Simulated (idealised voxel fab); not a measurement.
The document below concerns the process module designated voxel plated lines.
For reference, the cross-section in this document is cut, with width 290 nm and square cells of 5 nm.
We lay out every cross-section as a grid of square cells and spell it out in bands from the top down, where one band means one or more rows of cells. For a band, the entry starts with two heights in nm, that of the top and then that of the bottom, and carries on with the band's materials in order from left to right, each alongside its width in nm; the word "full width" beside a single material means it fills the band edge to edge, and "air" means empty space. Below 0: as-received wafer, all one material; heights counted from there. Lowest band: no bottom, goes on down, written "0 -> down". The two numbers in a width such as "30->40" mark its ends across the band: the first belongs to the top row of cells, the second to the bottom row, and from each row to the next the width moves by the same amount. Where the words "nothing changed" appear for a step, the cross-section shows no cell changed by that step; every cell remained as before. "Enclosed cavities" enumerates empty spaces isolated from the top, with no open way to it, that contain at least 8 cells, giving each as width x height at distance from the left edge, all three in nm. On a step's line, text after the settings is the simulator commenting on that step. overlay nm: on a step with a mask, how far right of its planned place the mask lay; negative means left.
### Intended process steps
- 1: op RECEIVE | material Si
- 2: op CONFORMAL_DEP | material Al2O3 | thk nm 10
- 3: op DIRECTIONAL_DEP | material TiN | thk nm 5
- 4: op PATTERN | tone open | mask id LINES | material resist | width nm 30 | pitch nm 60 | thk nm 40 | overlay nm -15
- 5: op EPI | material Ru | thk nm 5
- 6: op EPI | material Ru | thk nm 5
- 7: op EPI | material Ru | thk nm 5
- 8: op STRIP | etch materials resist
- 9: op DIRECTIONAL_ETCH | etch materials TiN | depth nm 5
- 10: op CONFORMAL_DEP | material SiO2 | thk nm 5
Quick note for whoever runs this: the wafers start identical, but the overlay nm at step 4 isn't the same across them. The plan just shows what the first wafer had.
### The first of several wafers, as received after step 1, seen in section
  0 -> down: Si full width
  Enclosed cavities: none
### Quick key for the table: a row per wafer, taken at the end of the module. For each material it tells you how many cells the wafer gained (+) or lost (-) since it came in, and the closed voids come after
overlay nm -15 | +116 Al2O3 | +36 Ru | +74 SiO2 | +12 TiN | Enclosed cavities: none
overlay nm -10 | +116 Al2O3 | +36 Ru | +74 SiO2 | +12 TiN | Enclosed cavities: none
overlay nm -5 | +116 Al2O3 | +36 Ru | +74 SiO2 | +12 TiN | Enclosed cavities: none
overlay nm 0 | +116 Al2O3 | +36 Ru | +74 SiO2 | +12 TiN | Enclosed cavities: none
overlay nm 5 | +116 Al2O3 | +36 Ru | +74 SiO2 | +12 TiN | Enclosed cavities: none
overlay nm 10 | +116 Al2O3 | +36 Ru | +74 SiO2 | +12 TiN | Enclosed cavities: none
overlay nm 15 | +116 Al2O3 | +36 Ru | +74 SiO2 | +12 TiN | Enclosed cavities: none
